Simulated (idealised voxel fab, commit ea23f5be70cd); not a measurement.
process module | voxel double patterning
cross-section cut | 155 nm wide | cells 5 nm
A cross-section is a grid of square cells, given in bands from the top down. A band is one or more rows of cells.
Each band's line starts with the height of the band's top and of its bottom, in nm. Then come its materials from left to right, each with its width in nm. One material with "throughout" fills the band from edge to edge. "air" is empty space.
Height 0 is the level under which the wafer as received is all one material. The lowest band goes on downwards, as in "0 down".
A width such as "30 to 40" changes by the same amount from each row of cells to the next, from the band's top row to its bottom row.
"no change" after a step means that no cell of the cross-section changed.
closed voids: empty space of 8 cells or more with no open way to the top, each as width x height at its distance from the left edge, in nm
after a step's settings: what the simulator itself notes on the step
overlay nm, on a step with a mask: how far to the right of its planned place the mask lay; to the left if negative
plan
1 op RECEIVE | material Si
2 op CONFORMAL_DEP | material SiO2 | thk nm 10
3 op DIRECTIONAL_DEP | material polySi | thk nm 15
4 op DIRECTIONAL_DEP | material SiCN | thk nm 10
5 op MASKED_ETCH | tone open | mask id FIRST | width nm 15 | pitch nm 50 | etch materials SiCN | depth nm 10 | overlay nm 0
6 op MASKED_ETCH | tone open | mask id SECOND | width nm 15 | pitch nm 50 | etch materials SiCN | depth nm 10 | overlay nm 0
7 op DIRECTIONAL_ETCH | etch materials polySi | depth nm 15
8 op STRIP | etch materials SiCN
first wafer, as planned
as received, after step 1
  0 down: Si throughout
  closed voids: none
after step 2
  10 to 0: SiO2 throughout
  below 0: unchanged
after step 3
  25 to 10: polySi throughout
  below 10: unchanged
after step 4
  35 to 25: SiCN throughout
  below 25: unchanged
after step 5
  35 to 25: SiCN 20 | air 15 | SiCN 35 | air 15 | SiCN 35 | air 15 | SiCN 20
  below 25: unchanged
after step 6
  35 to 25: SiCN 20 | air 15 | SiCN 10 | air 15 | SiCN 10 | air 15 | SiCN 10 | air 15 | SiCN 10 | air 15 | SiCN 20
  below 25: unchanged
after step 7
  35 to 25: SiCN 20 | air 15 | SiCN 10 | air 15 | SiCN 10 | air 15 | SiCN 10 | air 15 | SiCN 10 | air 15 | SiCN 20
  25 to 10: polySi 20 | air 15 | polySi 10 | air 15 | polySi 10 | air 15 | polySi 10 | air 15 | polySi 10 | air 15 | polySi 20
  below 10: unchanged
after step 8
  25 to 10: polySi 20 | air 15 | polySi 10 | air 15 | polySi 10 | air 15 | polySi 10 | air 15 | polySi 10 | air 15 | polySi 20
  below 10: unchanged
second wafer: like start, like plan, one mistake. Through step 2 it matches the first wafer
when step 3 should have ended
  25 to 0: SiO2 throughout
  below 0: unchanged
when step 4 should have ended
  35 to 25: SiCN throughout
  below 25: unchanged
when step 5 should have ended
  35 to 25: SiCN 20 | air 15 | SiCN 35 | air 15 | SiCN 35 | air 15 | SiCN 20
  below 25: unchanged
when step 6 should have ended
  35 to 25: SiCN 20 | air 15 | SiCN 10 | air 15 | SiCN 10 | air 15 | SiCN 10 | air 15 | SiCN 10 | air 15 | SiCN 20
  below 25: unchanged
when step 7 should have ended: no change
when step 8 should have ended
  25 to 0: SiO2 throughout
  below 0: unchanged
what went wrong: step 3 ran as: op DIRECTIONAL_DEP | material SiO2 | thk nm 15
at the end the second wafer has, in cells: 93 more of SiO2 | 48 fewer of polySi
